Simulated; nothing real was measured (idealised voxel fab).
Process module under the name voxel gate over fins
Displayed cross-section: cut, width of 255 nm, square cells sized 5 nm.
Format of a cross-section: grid, square cells. Given as bands. Order: top down. Band: one or more rows of cells.
It is stipulated that each band's entry specify, in nanometres, the height of the top of the band and then that of its bottom, followed by the materials of the band in left-to-right sequence, each together with its width in nanometres. A single material marked by the word "edge to edge" is understood to fill the band from edge to edge; the word "air" is understood to denote empty space.
Counting heights begins at 0, where everything beneath is, in the wafer as received, one material. The lowest band has no bottom; it goes on downwards, as "0 -> down" shows.
Think of "30 to 40" as a width that walks from the first number to the second as you go down the band, top row to bottom row, taking equal-sized steps from row to row.
Key: "no modifications" - step with no changed cell in the cross-section.
"Enclosed void listing" contains a list of empty spaces, each no smaller than 8 cells and without an open way to the top, written in the form width x height at distance with the distance from the left edge and all three in nm.
On each step's line, the part that comes after the settings is the simulator's own comment on the step.
The setting "overlay nm" may be written on the line of a step. When the step uses a mask, the value reports how far to the right of the planned place the mask lay, and a negative value reports that it lay to the left.
-- These are the steps we planned for the process
| 1 | RECEIVE with material Si |
| 2 | CONFORMAL_DEP with material SiN, thk nm 5 |
| 3 | MASKED_ETCH with tone cover, mask id FINS, width nm 15, pitch nm 55, etch materials SiN, depth nm 5, overlay nm 0 |
| 4 | MASKED_ETCH with tone cover, mask id FINS, width nm 15, pitch nm 55, etch materials Si, depth nm 40, overlay nm 0 |
| 5 | FILL_DEP with material SiO2, thk nm 5 |
| 6 | CMP with height nm 5 |
| 7 | PATTERN with tone open, mask id RAIL, material resist, width nm 15, thk nm 20, overlay nm 0 |
| 8 | DIRECTIONAL_ETCH with etch materials SiO2, depth nm 40 |
| 9 | STRIP with etch materials resist |
| 10 | CONFORMAL_DEP with material TiN, thk nm 5 |
| 11 | FILL_DEP with material Ru, thk nm 5 |
| 12 | CMP with height nm 5 |
| 13 | SELECTIVE_ETCH with etch materials W Ru TiN, depth nm 25 |
| 14 | FILL_DEP with material SiO2, thk nm 5 |
| 15 | CMP with height nm 5 |
| 16 | SELECTIVE_ETCH with etch materials SiO2, depth nm 15 |
| 17 | STRIP with etch materials SiN |
| 18 | CONFORMAL_DEP with material HfO2, thk nm 5 |
| 19 | CONFORMAL_DEP with material TiN, thk nm 5 |
| 20 | CONFORMAL_DEP with material TiAl, thk nm 5 |
| 21 | CONFORMAL_DEP with material TiN, thk nm 5 |
| 22 | FILL_DEP with material W, thk nm 15 |
| 23 | CMP with height nm 30 |
| 24 | CONFORMAL_DEP with material SiN, thk nm 10 |
-- Delivered wafer in cross-section: state after step 1
  0 -> down  Si edge to edge
  Enclosed void listing: none
-- Starting wafer: above. Plan: above. Run: one mistake. Cross-section after the module: below
  35 -> 30  SiN edge to edge
  30 -> 20  W edge to edge
  20 -> 15  W: 15 / TiN: 220 / W: 20
  15 -> 10  W: 15 / TiN: 5 / TiAl: 45 / TiN: 10 / TiAl: 45 / TiN: 10 / TiAl: 45 / TiN: 10 / TiAl: 45 / TiN: 5 / W: 20
  10 -> 5  TiN: 20 / TiAl: 5 / TiN: 35 / TiAl: 5 / TiN: 10 / TiAl: 5 / TiN: 35 / TiAl: 5 / TiN: 10 / TiAl: 5 / TiN: 35 / TiAl: 5 / TiN: 10 / TiAl: 5 / TiN: 35 / TiAl: 5 / TiN: 25
  5 -> 0  TiAl: 25 / TiN: 5 / HfO2: 25 / TiN: 5 / TiAl: 20 / TiN: 5 / HfO2: 25 / TiN: 5 / TiAl: 20 / TiN: 5 / HfO2: 25 / TiN: 5 / TiAl: 20 / TiN: 5 / HfO2: 25 / TiN: 5 / TiAl: 30
  0 -> -5  TiN: 30 / HfO2: 5 / Si: 15 / HfO2: 5 / TiN: 30 / HfO2: 5 / Si: 15 / HfO2: 5 / TiN: 30 / HfO2: 5 / Si: 15 / HfO2: 5 / TiN: 30 / HfO2: 5 / Si: 15 / HfO2: 5 / TiN: 35
  -5 -> -10  HfO2: 35 / Si: 15 / HfO2: 40 / Si: 15 / HfO2: 40 / Si: 15 / HfO2: 40 / Si: 15 / HfO2: 40
  -10 -> -20  SiO2: 35 / Si: 15 / SiO2: 40 / Si: 15 / SiO2: 40 / Si: 15 / SiO2: 40 / Si: 15 / SiO2: 40
  -20 -> -30  SiO2: 35 / Si: 15 / SiO2: 10 / TiN: 5 / Ru: 5 / TiN: 5 / SiO2: 15 / Si: 15 / SiO2: 40 / Si: 15 / SiO2: 40 / Si: 15 / SiO2: 40
  -30 -> -35  SiO2: 35 / Si: 15 / SiO2: 10 / TiN: 15 / SiO2: 15 / Si: 15 / SiO2: 40 / Si: 15 / SiO2: 40 / Si: 15 / SiO2: 40
  -35 -> -40  SiO2: 35 / Si: 15 / SiO2: 40 / Si: 15 / SiO2: 40 / Si: 15 / SiO2: 40 / Si: 15 / SiO2: 40
  -40 -> down  Si edge to edge
  Enclosed void listing: none
Run error: step 24 changed vs plan, executed as CONFORMAL_DEP with material SiN, thk nm 5
